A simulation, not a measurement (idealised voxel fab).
process module | voxel air gaps
cross-section cut | 265 nm wide | cells 5 nm
A cross-section is a grid of square cells, given in bands from the top down. A band is one or more rows of cells.
Each band's line starts with the height of the band's top and of its bottom, in nm. Then come its materials from left to right, each with its width in nm. One material with "throughout" fills the band from edge to edge. "air" is empty space.
Height 0 is the level under which the wafer as received is all one material. The lowest band goes on downwards, as in "0 down".
A width such as "30 to 40" changes by the same amount from each row of cells to the next, from the band's top row to its bottom row.
"no change" after a step means that no cell of the cross-section changed.
closed voids: empty space of 8 cells or more with no open way to the top, each as width x height at its distance from the left edge, in nm
after a step's settings: what the simulator itself notes on the step
overlay nm, on a step with a mask: how far to the right of its planned place the mask lay; to the left if negative
plan
1 op RECEIVE | material Si
2 op CONFORMAL_DEP | material SiO2 | thk nm 10
3 op CONFORMAL_DEP | material SiCN | thk nm 5
4 op DIRECTIONAL_DEP | material lowk | thk nm 40
5 op MASKED_ETCH | tone open | mask id LINES | width nm 20 | pitch nm 45 | etch materials lowk | depth nm 40 | overlay nm 0
6 op CONFORMAL_DEP | material TiN | thk nm 5
7 op FILL_DEP | material W | thk nm 5
8 op CMP | height nm 55
9 op EPI | material Ru | thk nm 10
10 op SELECTIVE_ETCH | etch materials lowk | depth nm 50
11 op CONFORMAL_DEP | material SiCN | thk nm 5
as received, after step 1
  0 down: Si throughout
  closed voids: none
first wafer at the end, as planned
  70 to 65: air 60 | SiCN 140 | air 65
  65 to 55: air 60 | SiCN 5 | Ru 40 | SiCN 5 | Ru 40 | SiCN 5 | Ru 40 | SiCN 5 | air 65
  55 to 50: air 60 | SiCN 15 | TiN 5 | W 10 | TiN 5 | SiCN 25 | TiN 5 | W 10 | TiN 5 | SiCN 25 | TiN 5 | W 10 | TiN 5 | SiCN 15 | air 65
  50 to 20: air 70 | SiCN 5 | TiN 5 | W 10 | TiN 5 | SiCN 5 | air 15 | SiCN 5 | TiN 5 | W 10 | TiN 5 | SiCN 5 | air 15 | SiCN 5 | TiN 5 | W 10 | TiN 5 | SiCN 5 | air 75
  20 to 15: SiCN 75 | TiN 20 | SiCN 25 | TiN 20 | SiCN 25 | TiN 20 | SiCN 80
  15 to 10: SiCN throughout
  10 to 0: SiO2 throughout
  0 down: Si throughout
  closed voids: 15 x 30 at 100; 15 x 30 at 145
second wafer at the end: like start, like plan, one mistake
  70 to 65: air 55 | SiCN 140 | air 70
  65 to 55: air 55 | SiCN 5 | Ru 40 | SiCN 5 | Ru 40 | SiCN 5 | Ru 40 | SiCN 5 | air 70
  55 to 50: air 55 | SiCN 15 | TiN 5 | W 10 | TiN 5 | SiCN 25 | TiN 5 | W 10 | TiN 5 | SiCN 25 | TiN 5 | W 10 | TiN 5 | SiCN 15 | air 70
  50 to 20: air 65 | SiCN 5 | TiN 5 | W 10 | TiN 5 | SiCN 5 | air 15 | SiCN 5 | TiN 5 | W 10 | TiN 5 | SiCN 5 | air 15 | SiCN 5 | TiN 5 | W 10 | TiN 5 | SiCN 5 | air 80
  20 to 15: SiCN 70 | TiN 20 | SiCN 25 | TiN 20 | SiCN 25 | TiN 20 | SiCN 85
  15 to 10: SiCN throughout
  10 to 0: SiO2 throughout
  0 down: Si throughout
  closed voids: 15 x 30 at 95; 15 x 30 at 140
what went wrong: step 5 ran as: op MASKED_ETCH | tone open | mask id LINES | width nm 20 | pitch nm 45 | etch materials lowk | depth nm 40 | overlay nm -5
at the end the second wafer has, in cells: as many of each material as the first, in other places
